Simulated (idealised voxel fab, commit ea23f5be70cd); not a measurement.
Title: Process Module voxel lift off
FYI the section here is cut, 215 nm wide, cells are 5 nm squares.
Square cells in a grid make up a cross-section in this document, and the grid is given as bands, listed from the top down, each one or more rows of cells.
Quick guide to a band line: top height, bottom height (nm) up front; then every material left to right with its width in nm. Only one material and it's marked "edge to edge"? Then it fills the band edge to edge. And "empty" just means empty space.
Heights are expressed relative to 0, this being the level below which the as-received wafer comprises one material exclusively. The lowest band is unbounded in the downward direction and is denoted as in "from 0 down".
With a width like "30..40", each row of cells in the band differs from the next by the same amount, the top row carrying the first number and the bottom row the second.
"stayed the same", as given for a step, is the statement that not any cell of the cross-section underwent a change during that step.
Heads up: "Voids, enclosed" only lists the empty pockets with no open path to the top that are 8 cells or more, and it writes them as width x height at distance, distance from the left edge, in nm.
Whatever follows a step's settings on its line is a remark the simulator itself makes about that step.
overlay nm, on a step with a mask: how far to the right of its planned place the mask lay; to the left if negative
## Steps in the process plan
| 1 | RECEIVE [material Si] |
| 2 | CONFORMAL_DEP [material SiN] [thk nm 5] |
| 3 | PATTERN [tone open] [mask id LINES] [material resist] [width nm 25] [pitch nm 50] [thk nm 25] [overlay nm 0] |
| 4 | DIRECTIONAL_DEP [material Ru] [thk nm 15] |
| 5 | STRIP [etch materials resist] |
| 6 | CONFORMAL_DEP [material SiN] [thk nm 5] |
## Received-state cross-section, reflecting completion of step 1
  from 0 down: Si edge to edge
  Voids, enclosed: none
## Below is the wafer in cross-section after the module was completed. It began from the starting point shown above and followed the plan shown above, except that one mistake was made while running it
  from 20 to 5: empty=20  Ru=25  empty=25  Ru=25  empty=25  Ru=25  empty=25  Ru=25  empty=20
  from 5 to 0: SiN edge to edge
  from 0 down: Si edge to edge
  Voids, enclosed: none
So what did we get wrong on this run? step 6 from the plan never happened, it was just skipped
